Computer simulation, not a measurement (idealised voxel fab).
This is a process module. Its name is voxel transistor to metal.
Cross-section cut spans 185 nm and uses square cells 5 nm in size.
Just so we're on the same page, the cross-sections are grids of square cells, and they're listed out in bands top to bottom, each band one or more rows deep.
Each band's line starts with the height of the band's top and of its bottom, in nm. Then come its materials from left to right, each with its width in nm. One material with "full width" fills the band from edge to edge. "air" is empty space.
It should be noted that heights are counted from 0, beneath which the wafer as supplied is of one material throughout, and that the lowest band possesses no lower boundary but continues downward, as written in "top 0, no bottom".
Width: "30->40" (first number = top row, second number = bottom row, same change from row to row of cells).
No cell of the cross-section changed in a step that is given as "no change occurred".
So "Catalogued sealed voids" is basically the list of trapped voids: any empty space of 8 cells or more that can't reach the top through an opening. They're written width x height at distance, the distance being from the left edge, and it's all nm.
On each step's line, the part that comes after the settings is the simulator's own comment on the step.
overlay nm: right-of-plan distance of the mask on a masked step; negative values mean left-of-plan.
Here's what the planned process steps look like:
1. RECEIVE | material Si
2. CONFORMAL_DEP | material SiO2 | thk nm 5
3. CONFORMAL_DEP | material SiN | thk nm 10
4. PATTERN | tone cover | mask id ACTIVE | material resist | width nm 95 | thk nm 20 | overlay nm 0
5. DIRECTIONAL_ETCH | etch materials SiN | depth nm 10
6. DIRECTIONAL_ETCH | etch materials SiO2 | depth nm 5
7. DIRECTIONAL_ETCH | etch materials Si | depth nm 35
8. STRIP | etch materials resist
9. FILL_DEP | material SiO2 | thk nm 5
10. CMP | height nm 15
11. SELECTIVE_ETCH | etch materials SiO2 | depth nm 10
12. STRIP | etch materials SiN
13. SELECTIVE_ETCH | etch materials SiO2 | depth nm 5
14. OXIDIZE | depth nm 5
15. DIRECTIONAL_DEP | material polySi | thk nm 25
16. DIRECTIONAL_DEP | material SiCN | thk nm 10
17. DIRECTIONAL_DEP | material aC | thk nm 10
18. PATTERN | tone cover | mask id GATE | material resist | width nm 25 | thk nm 30 | overlay nm 0
19. DIRECTIONAL_ETCH | etch materials aC | depth nm 10
20. STRIP | etch materials resist
21. DIRECTIONAL_ETCH | etch materials SiCN | depth nm 20
22. DIRECTIONAL_ETCH | etch materials polySi | depth nm 35
23. STRIP | etch materials aC
24. CONFORMAL_DEP | material SiN | thk nm 5
25. DIRECTIONAL_ETCH | etch materials SiN | depth nm 5
26. DIRECTIONAL_ETCH | etch materials SiO2 | depth nm 5
27. DIRECTIONAL_ETCH | etch materials Si | depth nm 10
28. EPI | material pSi | thk nm 10
29. FILL_DEP | material SiO2 | thk nm 10
30. CMP | height nm 25
31. STRIP | etch materials polySi
32. SELECTIVE_ETCH | etch materials SiO2 | depth nm 5
33. CONFORMAL_DEP | material HfO2 | thk nm 5
34. CONFORMAL_DEP | material TiN | thk nm 5
35. FILL_DEP | material W | thk nm 5
36. CMP | height nm 20
37. DIRECTIONAL_DEP | material SiO2 | thk nm 10
38. PATTERN | tone open | mask id CONTACT | material resist | width nm 15 | pitch nm 70 | thk nm 15 | overlay nm 0
39. DIRECTIONAL_ETCH | etch materials SiO2 | depth nm 35
40. STRIP | etch materials resist
41. CONFORMAL_DEP | material TiN | thk nm 5
42. FILL_DEP | material Ru | thk nm 5
43. CMP | height nm 30
44. CONFORMAL_DEP | material SiN | thk nm 5
45. DIRECTIONAL_DEP | material SiO2 | thk nm 15
46. PATTERN | tone open | mask id METAL_1 | material resist | width nm 15 | pitch nm 70 | thk nm 20 | overlay nm 0
47. DIRECTIONAL_ETCH | etch materials SiO2 | depth nm 15
48. DIRECTIONAL_ETCH | etch materials SiN | depth nm 5
49. STRIP | etch materials resist
50. CONFORMAL_DEP | material TiN | thk nm 5
51. FILL_DEP | material Cu | thk nm 5
52. CMP | height nm 50
53. EPI | material Ru | thk nm 5
54. FILL_DEP | material SiCN | thk nm 5
55. DIRECTIONAL_DEP | material lowk | thk nm 30
56. MASKED_ETCH | tone open | mask id METAL_2 | width nm 15 | pitch nm 70 | etch materials lowk | depth nm 20 | overlay nm 0
57. MASKED_ETCH | tone open | mask id METAL_2_HOLES | width nm 15 | pitch nm 70 | etch materials lowk | depth nm 10 | overlay nm 0
58. MASKED_ETCH | tone open | mask id METAL_2_HOLES | width nm 15 | pitch nm 70 | etch materials SiCN | depth nm 5 | overlay nm 0
59. CONFORMAL_DEP | material TiN | thk nm 5
60. FILL_DEP | material Cu | thk nm 5
61. CMP | height nm 90
62. CONFORMAL_DEP | material SiN | thk nm 5
The value of depth nm given for step 32 in the plan refers to the first wafer; the wafers vary in this setting and are alike at the start.
Cut through the first of several wafers as received, post step 1:
top 0, no bottom  Si full width
Catalogued sealed voids: none
First of several wafers: cross-section at the end of the module, after step 62, its last step:
top 95, bottom 90  SiN full width
top 90, bottom 60  50 lowk / 5 TiN / 5 Cu / 5 TiN / 55 lowk / 5 TiN / 5 Cu / 5 TiN / 50 lowk
top 60, bottom 55  50 SiCN / 15 TiN / 55 SiCN / 15 TiN / 50 SiCN
top 55, bottom 50  45 SiCN / 25 Ru / 45 SiCN / 25 Ru / 45 SiCN
top 50, bottom 35  50 SiO2 / 5 TiN / 5 Cu / 5 TiN / 55 SiO2 / 5 TiN / 5 Cu / 5 TiN / 50 SiO2
top 35, bottom 30  50 SiN / 15 TiN / 55 SiN / 15 TiN / 50 SiN
top 30, bottom 20  50 SiO2 / 5 TiN / 5 Ru / 5 TiN / 55 SiO2 / 5 TiN / 5 Ru / 5 TiN / 50 SiO2
top 20, bottom 5  50 SiO2 / 5 TiN / 5 Ru / 5 TiN / 10 SiO2 / 5 SiN / 5 HfO2 / 5 TiN / 5 W / 5 TiN / 5 HfO2 / 5 SiN / 10 SiO2 / 5 TiN / 5 Ru / 5 TiN / 50 SiO2
top 5, bottom 0  50 SiO2 / 5 TiN / 5 Ru / 5 TiN / 10 pSi / 5 SiN / 5 HfO2 / 15 TiN / 5 HfO2 / 5 SiN / 10 pSi / 5 TiN / 5 Ru / 5 TiN / 50 SiO2
top 0, bottom -5  50 SiO2 / 15 TiN / 10 pSi / 35 HfO2 / 10 pSi / 15 TiN / 50 SiO2
top -5, bottom -15  45 SiO2 / 30 pSi / 35 Si / 30 pSi / 45 SiO2
top -15, bottom -35  45 SiO2 / 95 Si / 45 SiO2
top -35, no bottom  Si full width
Catalogued sealed voids: none
Last-wafer cross-section at the end of the module:
top 95, bottom 90  SiN full width
top 90, bottom 60  50 lowk / 5 TiN / 5 Cu / 5 TiN / 55 lowk / 5 TiN / 5 Cu / 5 TiN / 50 lowk
top 60, bottom 55  50 SiCN / 15 TiN / 55 SiCN / 15 TiN / 50 SiCN
top 55, bottom 50  45 SiCN / 25 Ru / 45 SiCN / 25 Ru / 45 SiCN
top 50, bottom 35  50 SiO2 / 5 TiN / 5 Cu / 5 TiN / 55 SiO2 / 5 TiN / 5 Cu / 5 TiN / 50 SiO2
top 35, bottom 30  50 SiN / 15 TiN / 55 SiN / 15 TiN / 50 SiN
top 30, bottom 25  50 SiO2 / 5 TiN / 5 Ru / 5 TiN / 55 SiO2 / 5 TiN / 5 Ru / 5 TiN / 50 SiO2
top 25, bottom 20  50 SiO2 / 15 TiN / 55 SiO2 / 15 TiN / 50 SiO2
top 20, bottom 15  65 W / 5 TiN / 5 HfO2 / 5 SiN / 5 HfO2 / 5 TiN / 5 W / 5 TiN / 5 HfO2 / 5 SiN / 5 HfO2 / 5 TiN / 65 W
top 15, bottom 10  70 TiN / 5 HfO2 / 5 SiN / 5 HfO2 / 5 TiN / 5 W / 5 TiN / 5 HfO2 / 5 SiN / 5 HfO2 / 70 TiN
top 10, bottom 5  75 HfO2 / 5 SiN / 5 HfO2 / 5 TiN / 5 W / 5 TiN / 5 HfO2 / 5 SiN / 75 HfO2
top 5, bottom 0  65 SiO2 / 10 pSi / 5 SiN / 5 HfO2 / 15 TiN / 5 HfO2 / 5 SiN / 10 pSi / 65 SiO2
top 0, bottom -5  65 SiO2 / 10 pSi / 35 HfO2 / 10 pSi / 65 SiO2
top -5, bottom -15  45 SiO2 / 30 pSi / 35 Si / 30 pSi / 45 SiO2
top -15, bottom -35  45 SiO2 / 95 Si / 45 SiO2
top -35, no bottom  Si full width
Catalogued sealed voids: none
Basically each wafer gets a line in the table, showing it at the end of the module: material by material, the cells it gained (+) or lost (-) since we got it, then its closed voids:
depth nm 5; +18 Cu; +15 HfO2; +22 Ru; -169 Si; +58 SiCN; +76 SiN; +375 SiO2; +87 TiN; +3 W; +186 lowk; +32 pSi; Catalogued sealed voids: none
depth nm 10; +18 Cu; +45 HfO2; +12 Ru; -169 Si; +58 SiCN; +76 SiN; +375 SiO2; +67 TiN; +3 W; +186 lowk; +32 pSi; Catalogued sealed voids: none
depth nm 15; +18 Cu; +47 HfO2; +12 Ru; -169 Si; +58 SiCN; +76 SiN; +345 SiO2; +95 TiN; +3 W; +186 lowk; +32 pSi; Catalogued sealed voids: none
depth nm 20; +18 Cu; +49 HfO2; +12 Ru; -169 Si; +58 SiCN; +76 SiN; +315 SiO2; +97 TiN; +29 W; +186 lowk; +32 pSi; Catalogued sealed voids: none
